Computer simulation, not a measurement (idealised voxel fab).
Process module in this document: voxel self aligned contacts
It is cross-section cut that appears here, measuring 240 nm in width, its square cells being 5 nm in size.
Cross-section = grid of square cells, listed top down in bands; band = one or more rows. Band: top and bottom heights (nm) first, top before bottom; then materials from left to right, widths in nm. "edge to edge" marks a sole material filling the band edge to edge. "empty" denotes empty space. The reference from which all heights are counted is 0, the level beneath which the as-received wafer is entirely one material; the lowest band, having no lower bound, proceeds downward and is written after the example "0 down". A width such as "30..40" changes by the same amount from each row of cells to the next, from the band's top row to its bottom row. Basically "nothing altered" means that step didn't change any cell in the cross-section. Voids not open to the top, 8 cells minimum: see "Closed cavities". Written width x height at distance; distance is from the left edge; nm. If you see something after the settings on a step's line, that's the simulator's own remark about that step. You can add "overlay nm" to a step's line. For a step with a mask, it describes how far the mask lay to the right of its planned position, and a negative number describes a lay to the left.
**The following list gives the planned process steps**
1) RECEIVE, material Si
2) OXIDIZE, depth nm 5
3) DIRECTIONAL_DEP, material polySi, thk nm 25
4) DIRECTIONAL_DEP, material SiN, thk nm 20
5) DIRECTIONAL_DEP, material aC, thk nm 15
6) PATTERN, tone cover, mask id GATE, material resist, width nm 25, pitch nm 55, thk nm 30, overlay nm 0
7) DIRECTIONAL_ETCH, etch materials aC, depth nm 15
8) STRIP, etch materials resist
9) DIRECTIONAL_ETCH, etch materials SiN, depth nm 20
10) DIRECTIONAL_ETCH, etch materials polySi, depth nm 25
11) STRIP, etch materials aC
12) CONFORMAL_DEP, material SiN, thk nm 5
13) DIRECTIONAL_ETCH, etch materials SiN, depth nm 5
14) FILL_DEP, material SiO2, thk nm 20
15) CMP, height nm 55
16) PATTERN, tone open, mask id CONTACT, material resist, width nm 40, pitch nm 55, thk nm 20, overlay nm 0
17) DIRECTIONAL_ETCH, etch materials SiO2, depth nm 60
18) STRIP, etch materials resist
19) CONFORMAL_DEP, material TiN, thk nm 5
20) FILL_DEP, material W, thk nm 5
21) CMP, height nm 55
22) CONFORMAL_DEP, material SiCN, thk nm 5
**as received, after step 1**
> 0 down = Si edge to edge
> Closed cavities: none
**Cross-section, end of module. Start: as above. Plan: as above. Execution: one mistake**
> 60 to 55 = aC edge to edge
> 55 to 45 = 70 nm SiO2, then 5..15 nm TiN, then 30..10 nm W, then 5..15 nm TiN, then 15 nm SiO2, then 5..15 nm TiN, then 30..10 nm W, then 5..15 nm TiN, then 75 nm SiO2
> 45 to 25 = 45 nm SiO2, then 35 nm SiN, then 5 nm TiN, then 10 nm W, then 5 nm TiN, then 35 nm SiN, then 5 nm TiN, then 10 nm W, then 5 nm TiN, then 35 nm SiN, then 50 nm SiO2
> 25 to 0 = 45 nm SiO2, then 5 nm SiN, then 25 nm polySi, then 5 nm SiN, then 5 nm TiN, then 10 nm W, then 5 nm TiN, then 5 nm SiN, then 25 nm polySi, then 5 nm SiN, then 5 nm TiN, then 10 nm W, then 5 nm TiN, then 5 nm SiN, then 25 nm polySi, then 5 nm SiN, then 50 nm SiO2
> 0 to -5 = 80 nm SiO2, then 20 nm TiN, then 35 nm SiO2, then 20 nm TiN, then 85 nm SiO2
> -5 down = Si edge to edge
> Closed cavities: none
Diagnosis: off-plan run, step 22, actual operation and settings CONFORMAL_DEP, material aC, thk nm 5
